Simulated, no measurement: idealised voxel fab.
A process module follows: voxel self aligned contacts.
Cross-sectional view cut (width: 240 nm; square cell size: 5 nm).
Format of a cross-section: grid, square cells. Given as bands. Order: top down. Band: one or more rows of cells.
Band: top height; bottom height; in nm. Then, left to right: material with width in nm, for each material. "full width": a single material spanning edge to edge. "air": empty space.
Beneath 0, the wafer as received is one material, and that level is where height counting begins. The lowest band goes on downward without a bottom; it is written like "0 nm and below".
The two numbers in a width such as "30..40" mark its ends across the band: the first belongs to the top row of cells, the second to the bottom row, and from each row to the next the width moves by the same amount.
"remained unchanged" -> step changed no cross-section cell.
The entry titled "Sealed void listing" provides the empty spaces that have no open way to the top, restricted to those of 8 cells or more. Each is presented as width x height at distance, the distance being measured from the left edge, with all three in nm.
after a step's settings: what the simulator itself notes on the step
You can add "overlay nm" to a step's line. For a step with a mask, it describes how far the mask lay to the right of its planned position, and a negative number describes a lay to the left.
[Steps planned for the process]
1 RECEIVE,material Si
2 OXIDIZE,depth nm 5
3 DIRECTIONAL_DEP,material polySi,thk nm 25
4 DIRECTIONAL_DEP,material SiN,thk nm 20
5 DIRECTIONAL_DEP,material aC,thk nm 15
6 PATTERN,tone cover,mask id GATE,material resist,width nm 25,pitch nm 55,thk nm 30,overlay nm 0
7 DIRECTIONAL_ETCH,etch materials aC,depth nm 15
8 STRIP,etch materials resist
9 DIRECTIONAL_ETCH,etch materials SiN,depth nm 20
10 DIRECTIONAL_ETCH,etch materials polySi,depth nm 25
11 STRIP,etch materials aC
12 CONFORMAL_DEP,material SiN,thk nm 5
13 DIRECTIONAL_ETCH,etch materials SiN,depth nm 5
14 FILL_DEP,material SiO2,thk nm 20
15 CMP,height nm 55
16 PATTERN,tone open,mask id CONTACT,material resist,width nm 40,pitch nm 55,thk nm 20,overlay nm 0
17 DIRECTIONAL_ETCH,etch materials SiO2,depth nm 60
18 STRIP,etch materials resist
19 CONFORMAL_DEP,material TiN,thk nm 5
20 FILL_DEP,material W,thk nm 5
21 CMP,height nm 55
22 CONFORMAL_DEP,material SiCN,thk nm 5
[Incoming wafer in cross-section (state: after step 1)]
* 0 nm and below: Si full width
* Sealed void listing: none
[The plan above was carried out on the starting structure above with one mistake, and this cross-section shows the wafer at the end of the module]
* 60 nm to 55 nm: SiCN full width
* 55 nm to 45 nm: SiO2 (70); TiN (5..15); W (30..10); TiN (5..15); SiO2 (15); TiN (5..15); W (30..10); TiN (5..15); SiO2 (75)
* 45 nm to 25 nm: SiO2 (45); SiN (35); TiN (5); W (10); TiN (5); SiN (35); TiN (5); W (10); TiN (5); SiN (35); SiO2 (50)
* 25 nm to 10 nm: SiO2 (45); SiN (5); polySi (25); SiN (5); TiN (5); W (10); TiN (5); SiN (5); polySi (25); SiN (5); TiN (5); W (10); TiN (5); SiN (5); polySi (25); SiN (5); SiO2 (50)
* 10 nm to 5 nm: SiO2 (45); SiN (5); polySi (25); SiN (5); TiN (20); SiN (5); polySi (25); SiN (5); TiN (20); SiN (5); polySi (25); SiN (5); SiO2 (50)
* 5 nm to 0 nm: SiN (50); polySi (25); SiN (30); polySi (25); SiN (30); polySi (25); SiN (55)
* 0 nm to -5 nm: SiO2 full width
* -5 nm and below: Si full width
* Sealed void listing: none
So what did we get wrong on this run? sequence error: steps 12 and 13 interchanged
